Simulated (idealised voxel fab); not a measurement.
Presented below is a process module, voxel capacitor over wiring.
In the cross-section labelled cut, the width is 180 nm and each square cell is 5 nm.
Cross-sections here: square-cell grids, written as top-down lists of bands, a band being one or more rows of cells. Per band: top height and bottom height in nm, followed by the left-to-right materials and their widths in nm; "full width" marks a single material spanning edge to edge, "blank" marks empty space. Ref level 0: as-received wafer is one material below here. Bottom band extends down with no lower bound ("0..down"). It should be noted that a width expressed as "30..40" varies in equal increments from row to row of cells within the band, taking the value of the first number at the top row and that of the second number at the bottom row. Step note "nothing was modified" = no cross-section cell changed. Look at "Enclosed cavity list" for the closed voids: empty spaces with no open path to the top, sized 8 cells or up. Each is width x height at distance, distance from the left edge, all nm. The remark found on a step's line after its settings is issued by the simulator itself and pertains to that step. overlay nm: right-of-plan distance of the mask on a masked step; negative values mean left-of-plan.

The process steps that were planned are listed below:
step 1: RECEIVE [material Si]
step 2: CONFORMAL_DEP [material SiO2] [thk nm 10]
step 3: DIRECTIONAL_DEP [material TiN] [thk nm 5]
step 4: DIRECTIONAL_DEP [material Ru] [thk nm 20]
step 5: MASKED_ETCH [tone cover] [mask id METAL_1] [width nm 20] [pitch nm 75] [etch materials Ru] [depth nm 20] [overlay nm 0]
step 6: MASKED_ETCH [tone cover] [mask id METAL_1] [width nm 20] [pitch nm 75] [etch materials TiN] [depth nm 5] [overlay nm 0]
step 7: CONFORMAL_DEP [material SiN] [thk nm 5]
step 8: FILL_DEP [material SiO2] [thk nm 10]
step 9: CMP [height nm 35]
step 10: CONFORMAL_DEP [material SiCN] [thk nm 5]
step 11: DIRECTIONAL_DEP [material lowk] [thk nm 10]
step 12: PATTERN [tone open] [mask id PLUG_1] [material resist] [width nm 15] [thk nm 15] [overlay nm 0]
step 13: DIRECTIONAL_ETCH [etch materials lowk] [depth nm 10]
step 14: DIRECTIONAL_ETCH [etch materials SiCN] [depth nm 5]
step 15: STRIP [etch materials resist]
step 16: CONFORMAL_DEP [material TiN] [thk nm 5]
step 17: FILL_DEP [material W] [thk nm 10]
step 18: CMP [height nm 50]
step 19: DIRECTIONAL_DEP [material TiN] [thk nm 5]
step 20: DIRECTIONAL_DEP [material SiN] [thk nm 5]
step 21: DIRECTIONAL_DEP [material TiN] [thk nm 10]
step 22: PATTERN [tone cover] [mask id UPPER_PLATE] [material resist] [width nm 50] [thk nm 15] [overlay nm 0]
step 23: DIRECTIONAL_ETCH [etch materials TiN] [depth nm 10]
step 24: DIRECTIONAL_ETCH [etch materials SiN] [depth nm 5]
step 25: STRIP [etch materials resist]
step 26: PATTERN [tone cover] [mask id LOWER_PLATE] [material resist] [width nm 70] [thk nm 15] [overlay nm 0]
step 27: DIRECTIONAL_ETCH [etch materials TiN] [depth nm 5]
step 28: STRIP [etch materials resist]
step 29: FILL_DEP [material SiO2] [thk nm 15]
step 30: CMP [height nm 80]
step 31: PATTERN [tone open] [mask id PLUG_2] [material resist] [width nm 15] [thk nm 15] [overlay nm 0]
step 32: DIRECTIONAL_ETCH [etch materials SiO2] [depth nm 10]
step 33: STRIP [etch materials resist]
step 34: CONFORMAL_DEP [material TiN] [thk nm 5]
step 35: FILL_DEP [material Ru] [thk nm 10]
step 36: CMP [height nm 80]
step 37: CONFORMAL_DEP [material SiCN] [thk nm 5]
For this document, wafers share an identical start and vary in the step 22 width nm; the plan quotes the first wafer's value.

So this is the first of several wafers, cross-sectioned as it came to us, meaning it's at the end of step 1:
0..down | Si full width
Enclosed cavity list: none

First of several wafers: cross-section at the end of the module, after step 37, its last step:
85..80 | SiCN full width
80..75 | SiO2 55, then TiN 5, then Ru 5, then TiN 5, then SiO2 110
75..70 | SiO2 55, then TiN 15, then SiO2 110
70..60 | SiO2 50, then TiN 50, then SiO2 80
60..55 | SiO2 50, then SiN 50, then SiO2 80
55..50 | SiO2 40, then TiN 70, then SiO2 70
50..40 | lowk 45, then TiN 5, then W 5, then TiN 5, then lowk 120
40..35 | SiCN 45, then TiN 15, then SiCN 120
35..15 | SiO2 35, then SiN 5, then Ru 20, then SiN 5, then SiO2 45, then SiN 5, then Ru 20, then SiN 5, then SiO2 40
15..10 | SiN 40, then TiN 20, then SiN 55, then TiN 20, then SiN 45
10..0 | SiO2 full width
0..down | Si full width
Enclosed cavity list: none

Cross-section of the final wafer among several, taken at the end of the module:
85..80 | SiCN full width
80..75 | SiO2 55, then TiN 5, then Ru 5, then TiN 5, then SiO2 110
75..65 | SiO2 55..40, then TiN 15..70, then SiO2 110..70
65..60 | SiO2 40, then TiN 75, then SiO2 65
60..55 | SiO2 40, then SiN 75, then SiO2 65
55..50 | SiO2 40, then TiN 75, then SiO2 65
50..40 | lowk 45, then TiN 5, then W 5, then TiN 5, then lowk 120
40..35 | SiCN 45, then TiN 15, then SiCN 120
35..15 | SiO2 35, then SiN 5, then Ru 20, then SiN 5, then SiO2 45, then SiN 5, then Ru 20, then SiN 5, then SiO2 40
15..10 | SiN 40, then TiN 20, then SiN 55, then TiN 20, then SiN 45
10..0 | SiO2 full width
0..down | Si full width
Enclosed cavity list: none

Row per wafer, end-of-module: cell gain (+)/loss (-) by material since the wafer came in, then closed voids:
width nm 50; +33 Ru; +69 SiCN; +54 SiN; +334 SiO2; +54 TiN; +2 W; +66 lowk; Enclosed cavity list: none
width nm 55; +33 Ru; +69 SiCN; +55 SiN; +331 SiO2; +56 TiN; +2 W; +66 lowk; Enclosed cavity list: none
width nm 60; +33 Ru; +69 SiCN; +56 SiN; +328 SiO2; +58 TiN; +2 W; +66 lowk; Enclosed cavity list: none
width nm 65; +33 Ru; +69 SiCN; +57 SiN; +325 SiO2; +60 TiN; +2 W; +66 lowk; Enclosed cavity list: none
width nm 70; +33 Ru; +69 SiCN; +58 SiN; +322 SiO2; +62 TiN; +2 W; +66 lowk; Enclosed cavity list: none
width nm 75; +33 Ru; +69 SiCN; +59 SiN; +319 SiO2; +64 TiN; +2 W; +66 lowk; Enclosed cavity list: none
